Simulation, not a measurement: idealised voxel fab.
Process module in this document: voxel self aligned vias
Each square cell in cross-section cut measures 5 nm, and the section as a whole is 285 nm wide.
Each cross-section below is a grid of square cells, stated as bands in top-down order, with one or more rows of cells making up each band.
A band entry consists of two parts. The first gives the height of the band's top and the height of its bottom, in nm. The rest lists the band's materials from left to right, each with its width in nm. A single material labelled with the word "everywhere" fills the band from edge to edge, and the word "air" marks empty space.
All heights in this document are referenced to 0, defined as the level beneath which the wafer, as received, consists entirely of one material. The lowest band is not bounded below; it extends indefinitely downward and is written in the form "top 0, no bottom".
Width "30->40": first value at the band's top row of cells, second value at its bottom row, equal change from row to row.
"nothing altered" after a step means that no cell of the cross-section changed.
Basically, "Closed void entries" tells you about the enclosed voids: empty spaces with no open way to the top, 8 cells or bigger, each written width x height at distance, where distance is from the left edge, all in nm.
Whatever follows a step's settings on its line is a remark the simulator itself makes about that step.
You can add "overlay nm" to a step's line. For a step with a mask, it describes how far the mask lay to the right of its planned position, and a negative number describes a lay to the left.

Steps in the process plan
1. RECEIVE, material Si
2. CONFORMAL_DEP, material SiO2, thk nm 15
3. CONFORMAL_DEP, material SiCN, thk nm 5
4. DIRECTIONAL_DEP, material SiO2, thk nm 25
5. DIRECTIONAL_DEP, material aC, thk nm 10
6. PATTERN, tone open, mask id LINES, material resist, width nm 20, pitch nm 55, thk nm 30, overlay nm 0
7. DIRECTIONAL_ETCH, etch materials aC, depth nm 10
8. STRIP, etch materials resist
9. DIRECTIONAL_ETCH, etch materials SiO2, depth nm 25
10. STRIP, etch materials aC
11. CONFORMAL_DEP, material TiN, thk nm 5
12. FILL_DEP, material Ru, thk nm 5
13. CMP, height nm 45
14. SELECTIVE_ETCH, etch materials W Ru TiN, depth nm 10
15. FILL_DEP, material SiN, thk nm 10
16. CMP, height nm 45
17. DIRECTIONAL_DEP, material SiO2, thk nm 20
18. PATTERN, tone open, mask id VIAS, material resist, width nm 30, pitch nm 55, thk nm 15, overlay nm 0
19. DIRECTIONAL_ETCH, etch materials SiO2, depth nm 20
20. DIRECTIONAL_ETCH, etch materials SiN, depth nm 10
21. STRIP, etch materials resist
22. CONFORMAL_DEP, material TiN, thk nm 5
23. FILL_DEP, material W, thk nm 10
24. CMP, height nm 65
25. CONFORMAL_DEP, material SiN, thk nm 5

First of the two wafers, run per plan

Incoming wafer, cross-sectional view, post step 1
  top 0, no bottom = Si everywhere
  Closed void entries: none

How the wafer stands in section after step 2
  top 15, bottom 0 = SiO2 everywhere
  Everything under 0 stays put, no change at all.

How the wafer stands in section after step 3
  top 20, bottom 15 = SiCN everywhere
  Everything under 15 stays put, no change at all.

How the wafer stands in section after step 4
  top 45, bottom 20 = SiO2 everywhere
  Everything under 20 stays put, no change at all.

How the wafer stands in section after step 5
  top 55, bottom 45 = aC everywhere
  Everything under 45 stays put, no change at all.

How the wafer stands in section after step 6
  top 85, bottom 55 = resist (75), air (20), resist (35), air (20), resist (35), air (20), resist (80)
  Everything under 55 stays put, no change at all.

How the wafer stands in section after step 7
  top 75, bottom 55 = resist (75), air (20), resist (35), air (20), resist (35), air (20), resist (80)
  top 55, bottom 45 = aC (75), air (20), aC (35), air (20), aC (35), air (20), aC (80)
  Everything under 45 stays put, no change at all.

How the wafer stands in section after step 8
  top 55, bottom 45 = aC (75), air (20), aC (35), air (20), aC (35), air (20), aC (80)
  Everything under 45 stays put, no change at all.

How the wafer stands in section after step 9
  top 55, bottom 45 = aC (75), air (20), aC (35), air (20), aC (35), air (20), aC (80)
  top 45, bottom 20 = SiO2 (75), air (20), SiO2 (35), air (20), SiO2 (35), air (20), SiO2 (80)
  Everything under 20 stays put, no change at all.

How the wafer stands in section after step 10
  top 45, bottom 20 = SiO2 (75), air (20), SiO2 (35), air (20), SiO2 (35), air (20), SiO2 (80)
  Everything under 20 stays put, no change at all.

How the wafer stands in section after step 11
  top 50, bottom 45 = TiN (80), air (10), TiN (45), air (10), TiN (45), air (10), TiN (85)
  top 45, bottom 25 = SiO2 (75), TiN (5), air (10), TiN (5), SiO2 (35), TiN (5), air (10), TiN (5), SiO2 (35), TiN (5), air (10), TiN (5), SiO2 (80)
  top 25, bottom 20 = SiO2 (75), TiN (20), SiO2 (35), TiN (20), SiO2 (35), TiN (20), SiO2 (80)
  Everything under 20 stays put, no change at all.

How the wafer stands in section after step 12
  top 55, bottom 50 = Ru everywhere
  top 50, bottom 45 = TiN (80), Ru (10), TiN (45), Ru (10), TiN (45), Ru (10), TiN (85)
  top 45, bottom 25 = SiO2 (75), TiN (5), Ru (10), TiN (5), SiO2 (35), TiN (5), Ru (10), TiN (5), SiO2 (35), TiN (5), Ru (10), TiN (5), SiO2 (80)
  Everything under 25 stays put, no change at all.

How the wafer stands in section after step 13
  top 45, bottom 25 = SiO2 (75), TiN (5), Ru (10), TiN (5), SiO2 (35), TiN (5), Ru (10), TiN (5), SiO2 (35), TiN (5), Ru (10), TiN (5), SiO2 (80)
  Everything under 25 stays put, no change at all.

How the wafer stands in section after step 14
  top 45, bottom 35 = SiO2 (75), air (20), SiO2 (35), air (20), SiO2 (35), air (20), SiO2 (80)
  Everything under 35 stays put, no change at all.

How the wafer stands in section after step 15
  top 55, bottom 45 = SiN everywhere
  top 45, bottom 35 = SiO2 (75), SiN (20), SiO2 (35), SiN (20), SiO2 (35), SiN (20), SiO2 (80)
  Everything under 35 stays put, no change at all.

How the wafer stands in section after step 16
  top 45, bottom 35 = SiO2 (75), SiN (20), SiO2 (35), SiN (20), SiO2 (35), SiN (20), SiO2 (80)
  Everything under 35 stays put, no change at all.

How the wafer stands in section after step 17
  top 65, bottom 45 = SiO2 everywhere
  Everything under 45 stays put, no change at all.

How the wafer stands in section after step 18
  top 80, bottom 65 = resist (70), air (30), resist (25), air (30), resist (25), air (30), resist (75)
  Everything under 65 stays put, no change at all.

How the wafer stands in section after step 19
  top 80, bottom 65 = resist (70), air (30), resist (25), air (30), resist (25), air (30), resist (75)
  top 65, bottom 45 = SiO2 (70), air (30), SiO2 (25), air (30), SiO2 (25), air (30), SiO2 (75)
  Everything under 45 stays put, no change at all.

How the wafer stands in section after step 20
  top 80, bottom 65 = resist (70), air (30), resist (25), air (30), resist (25), air (30), resist (75)
  top 65, bottom 45 = SiO2 (70), air (30), SiO2 (25), air (30), SiO2 (25), air (30), SiO2 (75)
  top 45, bottom 35 = SiO2 (75), air (20), SiO2 (35), air (20), SiO2 (35), air (20), SiO2 (80)
  Everything under 35 stays put, no change at all.

How the wafer stands in section after step 21
  top 65, bottom 45 = SiO2 (70), air (30), SiO2 (25), air (30), SiO2 (25), air (30), SiO2 (75)
  Everything under 45 stays put, no change at all.

How the wafer stands in section after step 22
  top 70, bottom 65 = TiN (75), air (20), TiN (35), air (20), TiN (35), air (20), TiN (80)
  top 65, bottom 50 = SiO2 (70), TiN (5), air (20), TiN (5), SiO2 (25), TiN (5), air (20), TiN (5), SiO2 (25), TiN (5), air (20), TiN (5), SiO2 (75)
  top 50, bottom 40 = SiO2 (70->75), TiN (10->5), air (10), TiN (10->5), SiO2 (25->35), TiN (10->5), air (10), TiN (10->5), SiO2 (25->35), TiN (10->5), air (10), TiN (10->5), SiO2 (75->80)
  top 40, bottom 35 = SiO2 (75), TiN (20), SiO2 (35), TiN (20), SiO2 (35), TiN (20), SiO2 (80)
  Everything under 35 stays put, no change at all.

How the wafer stands in section after step 23
  top 80, bottom 70 = W everywhere
  top 70, bottom 65 = TiN (75), W (20), TiN (35), W (20), TiN (35), W (20), TiN (80)
  top 65, bottom 50 = SiO2 (70), TiN (5), W (20), TiN (5), SiO2 (25), TiN (5), W (20), TiN (5), SiO2 (25), TiN (5), W (20), TiN (5), SiO2 (75)
  top 50, bottom 40 = SiO2 (70->75), TiN (10->5), W (10), TiN (10->5), SiO2 (25->35), TiN (10->5), W (10), TiN (10->5), SiO2 (25->35), TiN (10->5), W (10), TiN (10->5), SiO2 (75->80)
  Everything under 40 stays put, no change at all.

How the wafer stands in section after step 24
  top 65, bottom 50 = SiO2 (70), TiN (5), W (20), TiN (5), SiO2 (25), TiN (5), W (20), TiN (5), SiO2 (25), TiN (5), W (20), TiN (5), SiO2 (75)
  Everything under 50 stays put, no change at all.

How the wafer stands in section after step 25
  top 70, bottom 65 = SiN everywhere
  Everything under 65 stays put, no change at all.

Second of two: same start, same plan, one run error; steps up to and including 18 match the first

Cross-section of the second wafer when, according to plan, step 19 should have finished
  top 80, bottom 65 = resist (70), air (30), resist (25), air (30), resist (25), air (30), resist (75)
  top 65, bottom 45 = SiO2 (70), air (30), SiO2 (25), air (30), SiO2 (25), air (30), SiO2 (75)
  top 45, bottom 35 = SiO2 (70), air (5), SiN (20), air (5), SiO2 (25), air (5), SiN (20), air (5), SiO2 (25), air (5), SiN (20), air (5), SiO2 (75)
  top 35, bottom 25 = SiO2 (70), air (5), TiN (5), Ru (10), TiN (5), air (5), SiO2 (25), air (5), TiN (5), Ru (10), TiN (5), air (5), SiO2 (25), air (5), TiN (5), Ru (10), TiN (5), air (5), SiO2 (75)
  Everything under 25 stays put, no change at all.

Cross-section of the second wafer when, according to plan, step 20 should have finished
  top 80, bottom 65 = resist (70), air (30), resist (25), air (30), resist (25), air (30), resist (75)
  top 65, bottom 35 = SiO2 (70), air (30), SiO2 (25), air (30), SiO2 (25), air (30), SiO2 (75)
  Everything under 35 stays put, no change at all.

Cross-section of the second wafer when, according to plan, step 21 should have finished
  top 65, bottom 35 = SiO2 (70), air (30), SiO2 (25), air (30), SiO2 (25), air (30), SiO2 (75)
  Everything under 35 stays put, no change at all.

Cross-section of the second wafer when, according to plan, step 22 should have finished
  top 70, bottom 65 = TiN (75), air (20), TiN (35), air (20), TiN (35), air (20), TiN (80)
  top 65, bottom 40 = SiO2 (70), TiN (5), air (20), TiN (5), SiO2 (25), TiN (5), air (20), TiN (5), SiO2 (25), TiN (5), air (20), TiN (5), SiO2 (75)
  top 40, bottom 35 = SiO2 (70), TiN (30), SiO2 (25), TiN (30), SiO2 (25), TiN (30), SiO2 (75)
  top 35, bottom 25 = SiO2 (70), TiN (10), Ru (10), TiN (10), SiO2 (25), TiN (10), Ru (10), TiN (10), SiO2 (25), TiN (10), Ru (10), TiN (10), SiO2 (75)
  Everything under 25 stays put, no change at all.

Cross-section of the second wafer when, according to plan, step 23 should have finished
  top 80, bottom 70 = W everywhere
  top 70, bottom 65 = TiN (75), W (20), TiN (35), W (20), TiN (35), W (20), TiN (80)
  top 65, bottom 40 = SiO2 (70), TiN (5), W (20), TiN (5), SiO2 (25), TiN (5), W (20), TiN (5), SiO2 (25), TiN (5), W (20), TiN (5), SiO2 (75)
  Everything under 40 stays put, no change at all.

Cross-section of the second wafer when, according to plan, step 24 should have finished
  top 65, bottom 40 = SiO2 (70), TiN (5), W (20), TiN (5), SiO2 (25), TiN (5), W (20), TiN (5), SiO2 (25), TiN (5), W (20), TiN (5), SiO2 (75)
  Everything under 40 stays put, no change at all.

Cross-section of the second wafer when, according to plan, step 25 should have finished
  top 70, bottom 65 = SiN everywhere
  Everything under 65 stays put, no change at all.
Error vs. plan: execution of plan step 19 occurred twice
Final difference in cells, second wafer against first, listed per material as more or fewer: SiO2: 24 fewer; TiN: 12 more; W: 12 more
